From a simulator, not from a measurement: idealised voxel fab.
Herein follows the process module entitled voxel released beams.
Cross-section cut spans 220 nm and uses square cells 5 nm in size.
Cross-sections here: square-cell grids, written as top-down lists of bands, a band being one or more rows of cells. The band entry comprises the height of the band's top followed by the height of its bottom, expressed in nm, and subsequently the band's materials from left to right, each stated together with its width in nm. Where a single material is marked with the word "throughout", that material fills the band from edge to edge. The word "blank" represents empty space. Measure heights from 0. That's the level where, below it, the as-received wafer is all one material. The lowest band is bottomless and extends downward; write it as in "0 down". When a width is written as two numbers, as in "30 to 40", the first number is the width in the top row of cells of the band and the second is the width in its bottom row, and the width changes by the same amount from each row to the next. "all unchanged" after a step means that no cell of the cross-section changed. For the entry "Internal closed voids", the listed items are empty spaces with no open way to the top whose size is 8 cells or more; each item follows the pattern width x height at distance, where distance is from the left edge and all three are in nm. It should be noted that, on the line of a given step, the content following the step's settings is a remark produced by the simulator itself with respect to that step. The setting "overlay nm" may be written on the line of a step. When the step uses a mask, the value reports how far to the right of the planned place the mask lay, and a negative value reports that it lay to the left.

Process steps - plan:
- 1: RECEIVE, material Si
- 2: CONFORMAL_DEP, material SiN, thk nm 5
- 3: DIRECTIONAL_DEP, material SiO2, thk nm 10
- 4: MASKED_ETCH, tone open, mask id ANCHOR, width nm 35, etch materials SiO2, depth nm 10, overlay nm 0
- 5: CONFORMAL_DEP, material TiN, thk nm 15
- 6: DIRECTIONAL_DEP, material aC, thk nm 10
- 7: PATTERN, tone cover, mask id BEAM, material resist, width nm 90, thk nm 30, overlay nm 0
- 8: DIRECTIONAL_ETCH, etch materials aC, depth nm 10
- 9: STRIP, etch materials resist
- 10: DIRECTIONAL_ETCH, etch materials TiN, depth nm 15
- 11: STRIP, etch materials aC
- 12: STRIP, etch materials SiO2

Cross-sectional view of the wafer in its as-received condition, corresponding to the state after step 1:
	0 down  Si throughout
	Internal closed voids: none

The plan above was carried out on the starting structure above with one mistake, and this cross-section shows the wafer at the end of the module:
	40 to 30  SiN (80), blank (5), SiN (135)
	30 to 20  TiN (80), SiN (5), TiN (135)
	20 to 15  TiN throughout
	15 to 5  SiO2 (65), TiN (35), SiO2 (120)
	5 to 0  SiN throughout
	0 down  Si throughout
	Internal closed voids: none
What broke from the plan during processing? step 6 ran as: DIRECTIONAL_DEP, material SiN, thk nm 10
